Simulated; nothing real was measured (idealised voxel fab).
The name of this process module is voxel capacitor over wiring.
In the cross-section labelled cut, the width is 170 nm and each square cell is 5 nm.
A cross-section is written here as square cells arranged in a grid, and it is given in bands from the top down, each band taking up one or more rows of cells. Heads up on the band format: heights come first, top then bottom, in nm. After that it's the materials left to right, each with its width in nm. A single material flagged "throughout" fills the whole band edge to edge, and "air" means there's empty space there. Beneath 0, the wafer as received is one material, and that level is where height counting begins. The lowest band goes on downward without a bottom; it is written like "top 0, no bottom". Per-row width for "30..40": begins at first number (top row of band), ends at second number (bottom row), increment between rows held constant. The cross-section has no changed cell in any step marked "no change". "Unvented cavities": sealed empty spaces, 8 cells or more, no open way to top, listed width x height at distance, with distance from the left edge and width, height and distance in nm. That trailing text on a step's line, after the settings, is the simulator's own remark on the step. You can add "overlay nm" to a step's line. For a step with a mask, it describes how far the mask lay to the right of its planned position, and a negative number describes a lay to the left.
## Process steps foreseen in the plan
1 RECEIVE, material Si
2 CONFORMAL_DEP, material SiO2, thk nm 15
3 DIRECTIONAL_DEP, material TiN, thk nm 5
4 DIRECTIONAL_DEP, material W, thk nm 20
5 PATTERN, tone cover, mask id METAL_1, material resist, width nm 20, pitch nm 75, thk nm 15, overlay nm 0
6 DIRECTIONAL_ETCH, etch materials W, depth nm 20
7 DIRECTIONAL_ETCH, etch materials TiN, depth nm 5
8 STRIP, etch materials resist
9 CONFORMAL_DEP, material SiCN, thk nm 5
10 FILL_DEP, material lowk, thk nm 10
11 CMP, height nm 40
12 CONFORMAL_DEP, material SiCN, thk nm 5
13 DIRECTIONAL_DEP, material lowk, thk nm 20
14 MASKED_ETCH, tone open, mask id PLUG_1, width nm 15, etch materials lowk, depth nm 20, overlay nm 0
15 MASKED_ETCH, tone open, mask id PLUG_1, width nm 15, etch materials SiCN, depth nm 5, overlay nm 0
16 EPI, material Ru, thk nm 10
17 EPI, material Ru, thk nm 10
18 EPI, material Ru, thk nm 5
19 DIRECTIONAL_DEP, material TiN, thk nm 10
20 DIRECTIONAL_DEP, material SiN, thk nm 5
21 DIRECTIONAL_DEP, material TiN, thk nm 5
22 DIRECTIONAL_DEP, material aC, thk nm 15
23 PATTERN, tone cover, mask id UPPER_PLATE, material resist, width nm 60, thk nm 30, overlay nm 0
24 DIRECTIONAL_ETCH, etch materials aC, depth nm 15
25 STRIP, etch materials resist
26 DIRECTIONAL_ETCH, etch materials TiN, depth nm 5
27 DIRECTIONAL_ETCH, etch materials SiN, depth nm 5
28 STRIP, etch materials aC
29 DIRECTIONAL_DEP, material aC, thk nm 15
30 PATTERN, tone cover, mask id LOWER_PLATE, material resist, width nm 70, thk nm 30, overlay nm 0
31 DIRECTIONAL_ETCH, etch materials aC, depth nm 15
32 STRIP, etch materials resist
33 DIRECTIONAL_ETCH, etch materials TiN, depth nm 10
34 STRIP, etch materials aC
35 FILL_DEP, material SiO2, thk nm 20
36 CMP, height nm 100
37 MASKED_ETCH, tone open, mask id PLUG_2, width nm 15, etch materials SiO2, depth nm 15, overlay nm -15
38 CONFORMAL_DEP, material TiN, thk nm 5
39 FILL_DEP, material W, thk nm 5
40 CMP, height nm 100
41 CONFORMAL_DEP, material SiCN, thk nm 5
Every wafer here starts from the same state; it is the step 37 overlay nm that distinguishes them, and the value the plan gives belongs to the first wafer.
## First of several wafers, received after step 1, in cross-section
    top 0, no bottom  Si throughout
    Unvented cavities: none
## Cross-section of the first of several wafers once the module has run through its last step, step 41
    top 105, bottom 100  SiCN throughout
    top 100, bottom 90  35 of SiO2 | 5 of TiN | 5 of W | 5 of TiN | 120 of SiO2
    top 90, bottom 80  35..40 of SiO2 | 15..60 of TiN | 120..70 of SiO2
    top 80, bottom 75  40 of SiO2 | 60 of SiN | 70 of SiO2
    top 75, bottom 65  35 of SiO2 | 70 of TiN | 65 of SiO2
    top 65, bottom 45  40 of lowk | 15 of Ru | 115 of lowk
    top 45, bottom 40  40 of SiCN | 15 of Ru | 115 of SiCN
    top 40, bottom 20  30 of lowk | 5 of SiCN | 20 of W | 5 of SiCN | 45 of lowk | 5 of SiCN | 20 of W | 5 of SiCN | 35 of lowk
    top 20, bottom 15  35 of SiCN | 20 of TiN | 55 of SiCN | 20 of TiN | 40 of SiCN
    top 15, bottom 0  SiO2 throughout
    top 0, no bottom  Si throughout
    Unvented cavities: none
## Final wafer cross-section at module end
    top 105, bottom 100  SiCN throughout
    top 100, bottom 90  65 of SiO2 | 5 of TiN | 5 of W | 5 of TiN | 90 of SiO2
    top 90, bottom 80  65..40 of SiO2 | 15..60 of TiN | 90..70 of SiO2
    top 80, bottom 75  40 of SiO2 | 60 of SiN | 70 of SiO2
    top 75, bottom 65  35 of SiO2 | 70 of TiN | 65 of SiO2
    top 65, bottom 45  40 of lowk | 15 of Ru | 115 of lowk
    top 45, bottom 40  40 of SiCN | 15 of Ru | 115 of SiCN
    top 40, bottom 20  30 of lowk | 5 of SiCN | 20 of W | 5 of SiCN | 45 of lowk | 5 of SiCN | 20 of W | 5 of SiCN | 35 of lowk
    top 20, bottom 15  35 of SiCN | 20 of TiN | 55 of SiCN | 20 of TiN | 40 of SiCN
    top 15, bottom 0  SiO2 throughout
    top 0, no bottom  Si throughout
    Unvented cavities: none
## Basically each wafer gets a line in the table, showing it at the end of the module: material by material, the cells it gained (+) or lost (-) since we got it, then its closed voids
overlay nm -15, +15 Ru, +107 SiCN, +12 SiN, +279 SiO2, +55 TiN, +34 W, +212 lowk, Unvented cavities: none
overlay nm -10, +15 Ru, +107 SiCN, +12 SiN, +279 SiO2, +55 TiN, +34 W, +212 lowk, Unvented cavities: none
overlay nm -5, +15 Ru, +107 SiCN, +12 SiN, +279 SiO2, +55 TiN, +34 W, +212 lowk, Unvented cavities: none
overlay nm 0, +15 Ru, +107 SiCN, +12 SiN, +279 SiO2, +55 TiN, +34 W, +212 lowk, Unvented cavities: none
overlay nm 5, +15 Ru, +107 SiCN, +12 SiN, +279 SiO2, +55 TiN, +34 W, +212 lowk, Unvented cavities: none
overlay nm 10, +15 Ru, +107 SiCN, +12 SiN, +279 SiO2, +55 TiN, +34 W, +212 lowk, Unvented cavities: none
overlay nm 15, +15 Ru, +107 SiCN, +12 SiN, +279 SiO2, +55 TiN, +34 W, +212 lowk, Unvented cavities: none
